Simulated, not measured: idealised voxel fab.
process module | voxel spacer lines
cross-section cut | 240 nm wide | cells 5 nm
A cross-section is a grid of square cells, given in bands from the top down. A band is one or more rows of cells.
Each band's line starts with the height of the band's top and of its bottom, in nm. Then come its materials from left to right, each with its width in nm. One material with "throughout" fills the band from edge to edge. "air" is empty space.
Height 0 is the level under which the wafer as received is all one material. The lowest band goes on downwards, as in "0 down".
A width such as "30 to 40" changes by the same amount from each row of cells to the next, from the band's top row to its bottom row.
"no change" after a step means that no cell of the cross-section changed.
closed voids: empty space of 8 cells or more with no open way to the top, each as width x height at its distance from the left edge, in nm
after a step's settings: what the simulator itself notes on the step
overlay nm, on a step with a mask: how far to the right of its planned place the mask lay; to the left if negative
plan
1 op RECEIVE | material Si
2 op CONFORMAL_DEP | material Al2O3 | thk nm 5
3 op DIRECTIONAL_DEP | material SiN | thk nm 15
4 op DIRECTIONAL_DEP | material aC | thk nm 30
5 op PATTERN | tone cover | mask id MANDREL | material resist | width nm 15 | pitch nm 60 | thk nm 40 | overlay nm 0
6 op DIRECTIONAL_ETCH | etch materials aC | depth nm 30
7 op STRIP | etch materials resist
8 op CONFORMAL_DEP | material SiO2 | thk nm 15
9 op DIRECTIONAL_ETCH | etch materials SiO2 | depth nm 15
10 op STRIP | etch materials aC
11 op DIRECTIONAL_ETCH | etch materials SiN | depth nm 15
12 op STRIP | etch materials SiO2
as received, after step 1
  0 down: Si throughout
  closed voids: none
a wafer at the end: this start, this plan, one mistake
  20 to 5: air 50 | SiN 15 | air 45 | SiN 15 | air 45 | SiN 15 | air 55
  5 to 0: Al2O3 throughout
  0 down: Si throughout
  closed voids: none
what went wrong: step 5 ran as: op PATTERN | tone open | mask id MANDREL | material resist | width nm 15 | pitch nm 60 | thk nm 40 | overlay nm 0
